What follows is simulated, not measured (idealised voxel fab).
process module | voxel double patterning
cross-section cut | 160 nm wide | cells 5 nm
A cross-section is a grid of square cells, given in bands from the top down. A band is one or more rows of cells.
Each band's line starts with the height of the band's top and of its bottom, in nm. Then come its materials from left to right, each with its width in nm. One material with "throughout" fills the band from edge to edge. "air" is empty space.
Height 0 is the level under which the wafer as received is all one material. The lowest band goes on downwards, as in "0 down".
A width such as "30 to 40" changes by the same amount from each row of cells to the next, from the band's top row to its bottom row.
"no change" after a step means that no cell of the cross-section changed.
closed voids: empty space of 8 cells or more with no open way to the top, each as width x height at its distance from the left edge, in nm
after a step's settings: what the simulator itself notes on the step
overlay nm, on a step with a mask: how far to the right of its planned place the mask lay; to the left if negative
plan
1 op RECEIVE | material Si
2 op CONFORMAL_DEP | material SiO2 | thk nm 10
3 op DIRECTIONAL_DEP | material polySi | thk nm 15
4 op DIRECTIONAL_DEP | material SiCN | thk nm 10
5 op MASKED_ETCH | tone open | mask id FIRST | width nm 15 | pitch nm 50 | etch materials SiCN | depth nm 10 | overlay nm 0
6 op DIRECTIONAL_DEP | material aC | thk nm 10
7 op PATTERN | tone open | mask id SECOND | material resist | width nm 15 | pitch nm 50 | thk nm 25 | overlay nm 0
8 op DIRECTIONAL_ETCH | etch materials aC | depth nm 10
9 op STRIP | etch materials resist
10 op DIRECTIONAL_ETCH | etch materials SiCN | depth nm 5
11 op STRIP | etch materials aC
12 op DIRECTIONAL_ETCH | etch materials polySi | depth nm 15
13 op STRIP | etch materials SiCN
varied across the wafers: depth nm of step 10. The plan shows the first wafer's value. All wafers start alike
first wafer as received, after step 1
  0 down: Si throughout
  closed voids: none
first wafer at the end, after step 13
  25 to 10: polySi 20 | air 15 | polySi 35 | air 15 | polySi 35 | air 15 | polySi 25
  10 to 0: SiO2 throughout
  0 down: Si throughout
  closed voids: none
last wafer at the end
  25 to 10: polySi 20 | air 15 | polySi 10 | air 15 | polySi 10 | air 15 | polySi 10 | air 15 | polySi 10 | air 15 | polySi 25
  10 to 0: SiO2 throughout
  0 down: Si throughout
  closed voids: none
each wafer at the end: cells of each material gained (+) or lost (-) since it was received, then its closed voids
depth nm 5 | +64 SiO2 | +69 polySi | closed voids: none
depth nm 10 | +64 SiO2 | +51 polySi | closed voids: none
depth nm 15 | +64 SiO2 | +51 polySi | closed voids: none
depth nm 20 | +64 SiO2 | +51 polySi | closed voids: none
depth nm 25 | +64 SiO2 | +51 polySi | closed voids: none
